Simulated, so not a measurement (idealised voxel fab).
A process module follows: voxel gate over fins.
Square cell edge 5 nm, section width 240 nm, ID cut.
For the purposes of this document, a cross-section shall be understood as a grid of square cells, specified as bands listed in top-to-bottom order, each band consisting of one or more rows of cells. A band entry consists of two parts. The first gives the height of the band's top and the height of its bottom, in nm. The rest lists the band's materials from left to right, each with its width in nm. A single material labelled with the word "everywhere" fills the band from edge to edge, and the word "empty" marks empty space. Heights are expressed relative to 0, this being the level below which the as-received wafer comprises one material exclusively. The lowest band is unbounded in the downward direction and is denoted as in "0 -> down". Width spec "30->40" -> top row of cells at first value, bottom row at second value, equal per-row change in between. Reading "no alteration" for a step: not a cell of the cross-section changed in it. Empty spaces counting at least 8 cells and having no open way to the top are listed in "Sealed cavities". The notation width x height at distance is used for each, the distance being from the left edge and all three values in nm. On a step's line, text after the settings is the simulator commenting on that step. Among the settings permitted on a step's line is "overlay nm"; applied to a step with a mask, it specifies the extent to which the mask lay to the right of its planned position, whereas a negative figure signifies a position to the left.
# Steps planned for the process
| 1 | RECEIVE | material Si |
| 2 | CONFORMAL_DEP | material SiN | thk nm 10 |
| 3 | PATTERN | tone cover | mask id FINS | material resist | width nm 15 | pitch nm 60 | thk nm 20 | overlay nm 0 |
| 4 | DIRECTIONAL_ETCH | etch materials SiN | depth nm 10 |
| 5 | DIRECTIONAL_ETCH | etch materials Si | depth nm 40 |
| 6 | STRIP | etch materials resist |
| 7 | OXIDIZE | depth nm 5 |
| 8 | FILL_DEP | material SiO2 | thk nm 15 |
| 9 | CMP | height nm 10 |
| 10 | PATTERN | tone open | mask id RAIL | material resist | width nm 15 | thk nm 15 | overlay nm 0 |
| 11 | DIRECTIONAL_ETCH | etch materials SiO2 | depth nm 45 |
| 12 | STRIP | etch materials resist |
| 13 | CONFORMAL_DEP | material TiN | thk nm 5 |
| 14 | FILL_DEP | material Ru | thk nm 10 |
| 15 | CMP | height nm 10 |
| 16 | SELECTIVE_ETCH | etch materials W Ru TiN | depth nm 30 |
| 17 | FILL_DEP | material SiO2 | thk nm 5 |
| 18 | CMP | height nm 10 |
| 19 | SELECTIVE_ETCH | etch materials SiO2 | depth nm 20 |
| 20 | STRIP | etch materials SiN |
| 21 | CONFORMAL_DEP | material HfO2 | thk nm 5 |
| 22 | CONFORMAL_DEP | material TiN | thk nm 5 |
| 23 | CONFORMAL_DEP | material TiAl | thk nm 5 |
| 24 | CONFORMAL_DEP | material TiN | thk nm 5 |
| 25 | FILL_DEP | material W | thk nm 15 |
| 26 | CMP | height nm 30 |
| 27 | CONFORMAL_DEP | material SiN | thk nm 5 |
# What follows covers the first of two wafers; it ran as planned
# as received, after step 1
  0 -> down = Si everywhere
  Sealed cavities: none
# Cross-section through the wafer, step 2 finished
  10 -> 0 = SiN everywhere
  Below 0, no change.
# Cross-section through the wafer, step 3 finished
  30 -> 10 = empty (50), then resist (15), then empty (45), then resist (15), then empty (45), then resist (15), then empty (55)
  Below 10, no change.
# Cross-section through the wafer, step 4 finished
  30 -> 10 = empty (50), then resist (15), then empty (45), then resist (15), then empty (45), then resist (15), then empty (55)
  10 -> 0 = empty (50), then SiN (15), then empty (45), then SiN (15), then empty (45), then SiN (15), then empty (55)
  Below 0, no change.
# Cross-section through the wafer, step 5 finished
  30 -> 10 = empty (50), then resist (15), then empty (45), then resist (15), then empty (45), then resist (15), then empty (55)
  10 -> 0 = empty (50), then SiN (15), then empty (45), then SiN (15), then empty (45), then SiN (15), then empty (55)
  0 -> -40 = empty (50), then Si (15), then empty (45), then Si (15), then empty (45), then Si (15), then empty (55)
  Below -40, no change.
# Cross-section through the wafer, step 6 finished
  10 -> 0 = empty (50), then SiN (15), then empty (45), then SiN (15), then empty (45), then SiN (15), then empty (55)
  Below 0, no change.
# Cross-section through the wafer, step 7 finished
  10 -> 0 = empty (50), then SiN (15), then empty (45), then SiN (15), then empty (45), then SiN (15), then empty (55)
  0 -> -40 = empty (50), then SiO2 (5), then Si (5), then SiO2 (5), then empty (45), then SiO2 (5), then Si (5), then SiO2 (5), then empty (45), then SiO2 (5), then Si (5), then SiO2 (5), then empty (55)
  -40 -> -45 = SiO2 (55), then Si (5), then SiO2 (55), then Si (5), then SiO2 (55), then Si (5), then SiO2 (60)
  Below -45, no change.
# Cross-section through the wafer, step 8 finished
  25 -> 10 = SiO2 everywhere
  10 -> 0 = SiO2 (50), then SiN (15), then SiO2 (45), then SiN (15), then SiO2 (45), then SiN (15), then SiO2 (55)
  0 -> -45 = SiO2 (55), then Si (5), then SiO2 (55), then Si (5), then SiO2 (55), then Si (5), then SiO2 (60)
  Below -45, no change.
# Cross-section through the wafer, step 9 finished
  10 -> 0 = SiO2 (50), then SiN (15), then SiO2 (45), then SiN (15), then SiO2 (45), then SiN (15), then SiO2 (55)
  Below 0, no change.
# Cross-section through the wafer, step 10 finished
  25 -> 10 = resist (80), then empty (15), then resist (145)
  Below 10, no change.
# Cross-section through the wafer, step 11 finished
  25 -> 10 = resist (80), then empty (15), then resist (145)
  10 -> 0 = SiO2 (50), then SiN (15), then SiO2 (15), then empty (15), then SiO2 (15), then SiN (15), then SiO2 (45), then SiN (15), then SiO2 (55)
  0 -> -35 = SiO2 (55), then Si (5), then SiO2 (20), then empty (15), then SiO2 (20), then Si (5), then SiO2 (55), then Si (5), then SiO2 (60)
  Below -35, no change.
# Cross-section through the wafer, step 12 finished
  10 -> 0 = SiO2 (50), then SiN (15), then SiO2 (15), then empty (15), then SiO2 (15), then SiN (15), then SiO2 (45), then SiN (15), then SiO2 (55)
  Below 0, no change.
# Cross-section through the wafer, step 13 finished
  15 -> 10 = TiN (85), then empty (5), then TiN (150)
  10 -> 0 = SiO2 (50), then SiN (15), then SiO2 (15), then TiN (5), then empty (5), then TiN (5), then SiO2 (15), then SiN (15), then SiO2 (45), then SiN (15), then SiO2 (55)
  0 -> -30 = SiO2 (55), then Si (5), then SiO2 (20), then TiN (5), then empty (5), then TiN (5), then SiO2 (20), then Si (5), then SiO2 (55), then Si (5), then SiO2 (60)
  -30 -> -35 = SiO2 (55), then Si (5), then SiO2 (20), then TiN (15), then SiO2 (20), then Si (5), then SiO2 (55), then Si (5), then SiO2 (60)
  Below -35, no change.
# Cross-section through the wafer, step 14 finished
  25 -> 15 = Ru everywhere
  15 -> 10 = TiN (85), then Ru (5), then TiN (150)
  10 -> 0 = SiO2 (50), then SiN (15), then SiO2 (15), then TiN (5), then Ru (5), then TiN (5), then SiO2 (15), then SiN (15), then SiO2 (45), then SiN (15), then SiO2 (55)
  0 -> -30 = SiO2 (55), then Si (5), then SiO2 (20), then TiN (5), then Ru (5), then TiN (5), then SiO2 (20), then Si (5), then SiO2 (55), then Si (5), then SiO2 (60)
  Below -30, no change.
# Cross-section through the wafer, step 15 finished
  10 -> 0 = SiO2 (50), then SiN (15), then SiO2 (15), then TiN (5), then Ru (5), then TiN (5), then SiO2 (15), then SiN (15), then SiO2 (45), then SiN (15), then SiO2 (55)
  Below 0, no change.
# Cross-section through the wafer, step 16 finished
  10 -> 0 = SiO2 (50), then SiN (15), then SiO2 (15), then empty (15), then SiO2 (15), then SiN (15), then SiO2 (45), then SiN (15), then SiO2 (55)
  0 -> -20 = SiO2 (55), then Si (5), then SiO2 (20), then empty (15), then SiO2 (20), then Si (5), then SiO2 (55), then Si (5), then SiO2 (60)
  Below -20, no change.
# Cross-section through the wafer, step 17 finished
  15 -> 10 = SiO2 everywhere
  10 -> 0 = SiO2 (50), then SiN (15), then SiO2 (45), then SiN (15), then SiO2 (45), then SiN (15), then SiO2 (55)
  0 -> -20 = SiO2 (55), then Si (5), then SiO2 (55), then Si (5), then SiO2 (55), then Si (5), then SiO2 (60)
  Below -20, no change.
# Cross-section through the wafer, step 18 finished
  10 -> 0 = SiO2 (50), then SiN (15), then SiO2 (45), then SiN (15), then SiO2 (45), then SiN (15), then SiO2 (55)
  Below 0, no change.
# Cross-section through the wafer, step 19 finished
  10 -> 0 = empty (50), then SiN (15), then empty (45), then SiN (15), then empty (45), then SiN (15), then empty (55)
  0 -> -10 = empty (55), then Si (5), then empty (55), then Si (5), then empty (55), then Si (5), then empty (60)
  Below -10, no change.
# Cross-section through the wafer, step 20 finished
  0 -> -10 = empty (55), then Si (5), then empty (55), then Si (5), then empty (55), then Si (5), then empty (60)
  Below -10, no change.
# Cross-section through the wafer, step 21 finished
  5 -> 0 = empty (50), then HfO2 (15), then empty (45), then HfO2 (15), then empty (45), then HfO2 (15), then empty (55)
  0 -> -5 = empty (50), then HfO2 (5), then Si (5), then HfO2 (5), then empty (45), then HfO2 (5), then Si (5), then HfO2 (5), then empty (45), then HfO2 (5), then Si (5), then HfO2 (5), then empty (55)
  -5 -> -10 = HfO2 (55), then Si (5), then HfO2 (55), then Si (5), then HfO2 (55), then Si (5), then HfO2 (60)
  Below -10, no change.
# Cross-section through the wafer, step 22 finished
  10 -> 5 = empty (45), then TiN (25), then empty (35), then TiN (25), then empty (35), then TiN (25), then empty (50)
  5 -> 0 = empty (45), then TiN (5), then HfO2 (15), then TiN (5), then empty (35), then TiN (5), then HfO2 (15), then TiN (5), then empty (35), then TiN (5), then HfO2 (15), then TiN (5), then empty (50)
  0 -> -5 = TiN (50), then HfO2 (5), then Si (5), then HfO2 (5), then TiN (45), then HfO2 (5), then Si (5), then HfO2 (5), then TiN (45), then HfO2 (5), then Si (5), then HfO2 (5), then TiN (55)
  Below -5, no change.
# Cross-section through the wafer, step 23 finished
  15 -> 10 = empty (40), then TiAl (35), then empty (25), then TiAl (35), then empty (25), then TiAl (35), then empty (45)
  10 -> 5 = empty (40), then TiAl (5), then TiN (25), then TiAl (5), then empty (25), then TiAl (5), then TiN (25), then TiAl (5), then empty (25), then TiAl (5), then TiN (25), then TiAl (5), then empty (45)
  5 -> 0 = TiAl (45), then TiN (5), then HfO2 (15), then TiN (5), then TiAl (35), then TiN (5), then HfO2 (15), then TiN (5), then TiAl (35), then TiN (5), then HfO2 (15), then TiN (5), then TiAl (50)
  Below 0, no change.
# Cross-section through the wafer, step 24 finished
  20 -> 15 = empty (35), then TiN (45), then empty (15), then TiN (45), then empty (15), then TiN (45), then empty (40)
  15 -> 10 = empty (35), then TiN (5), then TiAl (35), then TiN (5), then empty (15), then TiN (5), then TiAl (35), then TiN (5), then empty (15), then TiN (5), then TiAl (35), then TiN (5), then empty (40)
  10 -> 5 = TiN (40), then TiAl (5), then TiN (25), then TiAl (5), then TiN (25), then TiAl (5), then TiN (25), then TiAl (5), then TiN (25), then TiAl (5), then TiN (25), then TiAl (5), then TiN (45)
  Below 5, no change.
# Cross-section through the wafer, step 25 finished
  35 -> 20 = W everywhere
  20 -> 15 = W (35), then TiN (45), then W (15), then TiN (45), then W (15), then TiN (45), then W (40)
  15 -> 10 = W (35), then TiN (5), then TiAl (35), then TiN (5), then W (15), then TiN (5), then TiAl (35), then TiN (5), then W (15), then TiN (5), then TiAl (35), then TiN (5), then W (40)
  Below 10, no change.
# Cross-section through the wafer, step 26 finished
  30 -> 20 = W everywhere
  Below 20, no change.
# Cross-section through the wafer, step 27 finished
  35 -> 30 = SiN everywhere
  Below 30, no change.
# Wafer two of two - same starting point, same process plan, one mistake in execution; matches wafer one up to and including step 9
# Cross-sectional view of the second wafer at the intended end time of process step 10
  25 -> 10 = resist (80), then empty (20), then resist (140)
  Below 10, no change.
# Cross-sectional view of the second wafer at the intended end time of process step 11
  25 -> 10 = resist (80), then empty (20), then resist (140)
  10 -> 0 = SiO2 (50), then SiN (15), then SiO2 (15), then empty (20), then SiO2 (10), then SiN (15), then SiO2 (45), then SiN (15), then SiO2 (55)
  0 -> -35 = SiO2 (55), then Si (5), then SiO2 (20), then empty (20), then SiO2 (15), then Si (5), then SiO2 (55), then Si (5), then SiO2 (60)
  Below -35, no change.
# Cross-sectional view of the second wafer at the intended end time of process step 12
  10 -> 0 = SiO2 (50), then SiN (15), then SiO2 (15), then empty (20), then SiO2 (10), then SiN (15), then SiO2 (45), then SiN (15), then SiO2 (55)
  Below 0, no change.
# Cross-sectional view of the second wafer at the intended end time of process step 13
  15 -> 10 = TiN (85), then empty (10), then TiN (145)
  10 -> 0 = SiO2 (50), then SiN (15), then SiO2 (15), then TiN (5), then empty (10), then TiN (5), then SiO2 (10), then SiN (15), then SiO2 (45), then SiN (15), then SiO2 (55)
  0 -> -30 = SiO2 (55), then Si (5), then SiO2 (20), then TiN (5), then empty (10), then TiN (5), then SiO2 (15), then Si (5), then SiO2 (55), then Si (5), then SiO2 (60)
  -30 -> -35 = SiO2 (55), then Si (5), then SiO2 (20), then TiN (20), then SiO2 (15), then Si (5), then SiO2 (55), then Si (5), then SiO2 (60)
  Below -35, no change.
# Cross-sectional view of the second wafer at the intended end time of process step 14
  25 -> 15 = Ru everywhere
  15 -> 10 = TiN (85), then Ru (10), then TiN (145)
  10 -> 0 = SiO2 (50), then SiN (15), then SiO2 (15), then TiN (5), then Ru (10), then TiN (5), then SiO2 (10), then SiN (15), then SiO2 (45), then SiN (15), then SiO2 (55)
  0 -> -30 = SiO2 (55), then Si (5), then SiO2 (20), then TiN (5), then Ru (10), then TiN (5), then SiO2 (15), then Si (5), then SiO2 (55), then Si (5), then SiO2 (60)
  Below -30, no change.
# Cross-sectional view of the second wafer at the intended end time of process step 15
  10 -> 0 = SiO2 (50), then SiN (15), then SiO2 (15), then TiN (5), then Ru (10), then TiN (5), then SiO2 (10), then SiN (15), then SiO2 (45), then SiN (15), then SiO2 (55)
  Below 0, no change.
# Cross-sectional view of the second wafer at the intended end time of process step 16
  10 -> 0 = SiO2 (50), then SiN (15), then SiO2 (15), then empty (20), then SiO2 (10), then SiN (15), then SiO2 (45), then SiN (15), then SiO2 (55)
  0 -> -20 = SiO2 (55), then Si (5), then SiO2 (20), then empty (20), then SiO2 (15), then Si (5), then SiO2 (55), then Si (5), then SiO2 (60)
  Below -20, no change.
# Cross-sectional view of the second wafer at the intended end time of process step 17
  15 -> 10 = SiO2 everywhere
  10 -> 0 = SiO2 (50), then SiN (15), then SiO2 (45), then SiN (15), then SiO2 (45), then SiN (15), then SiO2 (55)
  0 -> -20 = SiO2 (55), then Si (5), then SiO2 (55), then Si (5), then SiO2 (55), then Si (5), then SiO2 (60)
  Below -20, no change.
# Cross-sectional view of the second wafer at the intended end time of process step 18
  10 -> 0 = SiO2 (50), then SiN (15), then SiO2 (45), then SiN (15), then SiO2 (45), then SiN (15), then SiO2 (55)
  Below 0, no change.
# Cross-sectional view of the second wafer at the intended end time of process step 19
  10 -> 0 = empty (50), then SiN (15), then empty (45), then SiN (15), then empty (45), then SiN (15), then empty (55)
  0 -> -10 = empty (55), then Si (5), then empty (55), then Si (5), then empty (55), then Si (5), then empty (60)
  Below -10, no change.
# Cross-sectional view of the second wafer at the intended end time of process step 20
  0 -> -10 = empty (55), then Si (5), then empty (55), then Si (5), then empty (55), then Si (5), then empty (60)
  Below -10, no change.
# Cross-sectional view of the second wafer at the intended end time of process step 21
  5 -> 0 = empty (50), then HfO2 (15), then empty (45), then HfO2 (15), then empty (45), then HfO2 (15), then empty (55)
  0 -> -5 = empty (50), then HfO2 (5), then Si (5), then HfO2 (5), then empty (45), then HfO2 (5), then Si (5), then HfO2 (5), then empty (45), then HfO2 (5), then Si (5), then HfO2 (5), then empty (55)
  -5 -> -10 = HfO2 (55), then Si (5), then HfO2 (55), then Si (5), then HfO2 (55), then Si (5), then HfO2 (60)
  Below -10, no change.
# Cross-sectional view of the second wafer at the intended end time of process step 22
  10 -> 5 = empty (45), then TiN (25), then empty (35), then TiN (25), then empty (35), then TiN (25), then empty (50)
  5 -> 0 = empty (45), then TiN (5), then HfO2 (15), then TiN (5), then empty (35), then TiN (5), then HfO2 (15), then TiN (5), then empty (35), then TiN (5), then HfO2 (15), then TiN (5), then empty (50)
  0 -> -5 = TiN (50), then HfO2 (5), then Si (5), then HfO2 (5), then TiN (45), then HfO2 (5), then Si (5), then HfO2 (5), then TiN (45), then HfO2 (5), then Si (5), then HfO2 (5), then TiN (55)
  Below -5, no change.
# Cross-sectional view of the second wafer at the intended end time of process step 23
  15 -> 10 = empty (40), then TiAl (35), then empty (25), then TiAl (35), then empty (25), then TiAl (35), then empty (45)
  10 -> 5 = empty (40), then TiAl (5), then TiN (25), then TiAl (5), then empty (25), then TiAl (5), then TiN (25), then TiAl (5), then empty (25), then TiAl (5), then TiN (25), then TiAl (5), then empty (45)
  5 -> 0 = TiAl (45), then TiN (5), then HfO2 (15), then TiN (5), then TiAl (35), then TiN (5), then HfO2 (15), then TiN (5), then TiAl (35), then TiN (5), then HfO2 (15), then TiN (5), then TiAl (50)
  Below 0, no change.
# Cross-sectional view of the second wafer at the intended end time of process step 24
  20 -> 15 = empty (35), then TiN (45), then empty (15), then TiN (45), then empty (15), then TiN (45), then empty (40)
  15 -> 10 = empty (35), then TiN (5), then TiAl (35), then TiN (5), then empty (15), then TiN (5), then TiAl (35), then TiN (5), then empty (15), then TiN (5), then TiAl (35), then TiN (5), then empty (40)
  10 -> 5 = TiN (40), then TiAl (5), then TiN (25), then TiAl (5), then TiN (25), then TiAl (5), then TiN (25), then TiAl (5), then TiN (25), then TiAl (5), then TiN (25), then TiAl (5), then TiN (45)
  Below 5, no change.
# Cross-sectional view of the second wafer at the intended end time of process step 25
  35 -> 20 = W everywhere
  20 -> 15 = W (35), then TiN (45), then W (15), then TiN (45), then W (15), then TiN (45), then W (40)
  15 -> 10 = W (35), then TiN (5), then TiAl (35), then TiN (5), then W (15), then TiN (5), then TiAl (35), then TiN (5), then W (15), then TiN (5), then TiAl (35), then TiN (5), then W (40)
  Below 10, no change.
# Cross-sectional view of the second wafer at the intended end time of process step 26
  30 -> 20 = W everywhere
  Below 20, no change.
# Cross-sectional view of the second wafer at the intended end time of process step 27
  35 -> 30 = SiN everywhere
  Below 30, no change.
Finding, execution versus plan: step 10 did not happen as planned, as run it was PATTERN | tone open | mask id RAIL | material resist | width nm 20 | thk nm 15 | overlay nm 0
Count the cells at the end and the second wafer has more or fewer of some materials than the first: +2 Ru; -3 SiO2; +1 TiN
